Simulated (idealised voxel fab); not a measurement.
This section sets out a process module, namely voxel transistor to metal.
It is cross-section cut that appears here, measuring 150 nm in width, its square cells being 5 nm in size.
Think of the cross-section as a grid of square cells. We describe it in bands, top to bottom, and each band covers one or more rows of those cells.
A band entry consists of two parts. The first gives the height of the band's top and the height of its bottom, in nm. The rest lists the band's materials from left to right, each with its width in nm. A single material labelled with the word "all across" fills the band from edge to edge, and the word "air" marks empty space.
For the purposes of this specification, 0 denotes the height below which the wafer in its as-received condition is composed wholly of one material, and the lowermost band, lacking a lower limit, extends downward without end, as expressed in "from 0 down".
Read "30..40" as a graded width: first number on top, second number at the bottom, same change between each pair of neighbouring rows.
Where a step carries "nothing changed", the cross-section came out of it unchanged, cell for cell.
"Enclosed cavity list" specifies each empty space that is not open to the top and that occupies no fewer than 8 cells, using the form width x height at distance, the distance measured from the left edge and all three quantities in nm.
Whatever follows a step's settings on its line is a remark the simulator itself makes about that step.
overlay nm: how far to the right of its planned place the mask lay on this masked step (negative: to the left).

Process steps (planned):
1,RECEIVE [material Si]
2,CONFORMAL_DEP [material SiO2] [thk nm 5]
3,CONFORMAL_DEP [material SiN] [thk nm 15]
4,DIRECTIONAL_DEP [material aC] [thk nm 10]
5,PATTERN [tone cover] [mask id ACTIVE] [material resist] [width nm 105] [thk nm 30] [overlay nm 0]
6,DIRECTIONAL_ETCH [etch materials aC] [depth nm 10]
7,STRIP [etch materials resist]
8,DIRECTIONAL_ETCH [etch materials SiN] [depth nm 15]
9,DIRECTIONAL_ETCH [etch materials SiO2] [depth nm 5]
10,DIRECTIONAL_ETCH [etch materials Si] [depth nm 35]
11,STRIP [etch materials aC]
12,OXIDIZE [depth nm 5]
13,FILL_DEP [material SiO2] [thk nm 5]
14,CMP [height nm 20]
15,SELECTIVE_ETCH [etch materials SiO2] [depth nm 5]
16,STRIP [etch materials SiN]
17,SELECTIVE_ETCH [etch materials SiO2] [depth nm 5]
18,OXIDIZE [depth nm 5]
19,DIRECTIONAL_DEP [material polySi] [thk nm 20]
20,DIRECTIONAL_DEP [material SiCN] [thk nm 15]
21,MASKED_ETCH [tone cover] [mask id GATE] [width nm 25] [etch materials SiCN] [depth nm 25] [overlay nm 0]
22,MASKED_ETCH [tone cover] [mask id GATE] [width nm 25] [etch materials polySi] [depth nm 30] [overlay nm 0]
23,CONFORMAL_DEP [material SiO2] [thk nm 5]
24,DIRECTIONAL_ETCH [etch materials SiO2] [depth nm 5]
25,CONFORMAL_DEP [material SiN] [thk nm 5]
26,DIRECTIONAL_ETCH [etch materials SiN] [depth nm 5]
27,DIRECTIONAL_ETCH [etch materials SiO2] [depth nm 5]
28,DIRECTIONAL_ETCH [etch materials Si] [depth nm 10]
29,EPI [material pSi] [thk nm 15]
30,FILL_DEP [material SiO2] [thk nm 10]
31,CMP [height nm 35]
32,DIRECTIONAL_DEP [material SiO2] [thk nm 10]
33,PATTERN [tone open] [mask id CONTACT] [material resist] [width nm 30] [pitch nm 65] [thk nm 15] [overlay nm 0]
34,DIRECTIONAL_ETCH [etch materials SiO2] [depth nm 45]
35,STRIP [etch materials resist]
36,CONFORMAL_DEP [material TiN] [thk nm 5]
37,FILL_DEP [material W] [thk nm 5]
38,CMP [height nm 45]
39,DIRECTIONAL_DEP [material TiN] [thk nm 5]
40,DIRECTIONAL_DEP [material W] [thk nm 15]
41,PATTERN [tone cover] [mask id METAL_1] [material resist] [width nm 20] [pitch nm 75] [thk nm 20] [overlay nm 0]
42,DIRECTIONAL_ETCH [etch materials W] [depth nm 15]
43,DIRECTIONAL_ETCH [etch materials TiN] [depth nm 5]
44,STRIP [etch materials resist]
45,FILL_DEP [material lowk] [thk nm 10]
46,CMP [height nm 65]
47,CONFORMAL_DEP [material SiCN] [thk nm 5]

The cross-section here shows the wafer as received, i.e. in its state after step 1:
from 0 down | Si all across
Enclosed cavity list: none

Post-module cross-section of the first of two wafers (run per plan):
from 70 to 65 | SiCN all across
from 65 to 50 | 25 lowk, then 20 W, then 55 lowk, then 20 W, then 30 lowk
from 50 to 45 | 25 lowk, then 20 TiN, then 55 lowk, then 20 TiN, then 30 lowk
from 45 to 35 | 25 SiO2, then 5 TiN, then 20..15 W, then 5..10 TiN, then 35 SiO2, then 5..10 TiN, then 20..15 W, then 5 TiN, then 30 SiO2
from 35 to 20 | 25 SiO2, then 5 TiN, then 15 W, then 5 TiN, then 5 SiN, then 5 SiO2, then 25 SiCN, then 5 SiO2, then 5 SiN, then 5 TiN, then 15 W, then 5 TiN, then 30 SiO2
from 20 to 15 | 25 SiO2, then 5 TiN, then 15 W, then 5 TiN, then 5 SiN, then 5 SiO2, then 25 polySi, then 5 SiO2, then 5 SiN, then 5 TiN, then 15 W, then 5 TiN, then 30 SiO2
from 15 to 10 | 25 SiO2, then 25 TiN, then 5 SiN, then 5 SiO2, then 25 polySi, then 5 SiO2, then 5 SiN, then 25 TiN, then 30 SiO2
from 10 to 0 | 20 SiO2, then 5 SiN, then 10 TiN, then 15 pSi, then 5 SiN, then 5 SiO2, then 25 polySi, then 5 SiO2, then 5 SiN, then 15 pSi, then 10 TiN, then 5 SiN, then 25 SiO2
from 0 to -5 | 25 SiO2, then 25 pSi, then 45 SiO2, then 25 pSi, then 30 SiO2
from -5 to -15 | 25 SiO2, then 25 pSi, then 45 Si, then 25 pSi, then 30 SiO2
from -15 to -40 | 25 SiO2, then 95 Si, then 30 SiO2
from -40 down | Si all across
Enclosed cavity list: none

Now the second wafer, cross-sectioned at the end of the module. Nothing different at the start, nothing different in the plan compared with the first, just one mistake when it was actually run:
from 70 to 65 | SiCN all across
from 65 to 50 | 25 W, then 20 lowk, then 55 W, then 20 lowk, then 30 W
from 50 to 45 | 25 TiN, then 20 lowk, then 55 TiN, then 20 lowk, then 30 TiN
from 45 to 35 | 25 SiO2, then 5 TiN, then 20..15 W, then 5..10 TiN, then 35 SiO2, then 5..10 TiN, then 20..15 W, then 5 TiN, then 30 SiO2
from 35 to 20 | 25 SiO2, then 5 TiN, then 15 W, then 5 TiN, then 5 SiN, then 5 SiO2, then 25 SiCN, then 5 SiO2, then 5 SiN, then 5 TiN, then 15 W, then 5 TiN, then 30 SiO2
from 20 to 15 | 25 SiO2, then 5 TiN, then 15 W, then 5 TiN, then 5 SiN, then 5 SiO2, then 25 polySi, then 5 SiO2, then 5 SiN, then 5 TiN, then 15 W, then 5 TiN, then 30 SiO2
from 15 to 10 | 25 SiO2, then 25 TiN, then 5 SiN, then 5 SiO2, then 25 polySi, then 5 SiO2, then 5 SiN, then 25 TiN, then 30 SiO2
from 10 to 0 | 20 SiO2, then 5 SiN, then 10 TiN, then 15 pSi, then 5 SiN, then 5 SiO2, then 25 polySi, then 5 SiO2, then 5 SiN, then 15 pSi, then 10 TiN, then 5 SiN, then 25 SiO2
from 0 to -5 | 25 SiO2, then 25 pSi, then 45 SiO2, then 25 pSi, then 30 SiO2
from -5 to -15 | 25 SiO2, then 25 pSi, then 45 Si, then 25 pSi, then 30 SiO2
from -15 to -40 | 25 SiO2, then 95 Si, then 30 SiO2
from -40 down | Si all across
Enclosed cavity list: none
Nonconformance to the process plan: step 41, actual vs plan mismatch, actual run PATTERN [tone open] [mask id METAL_1] [material resist] [width nm 20] [pitch nm 75] [thk nm 20] [overlay nm 0]
Final tally in cells, some materials are higher or lower on the second wafer than on the first: TiN: 14 more; W: 42 more; lowk: 56 fewer
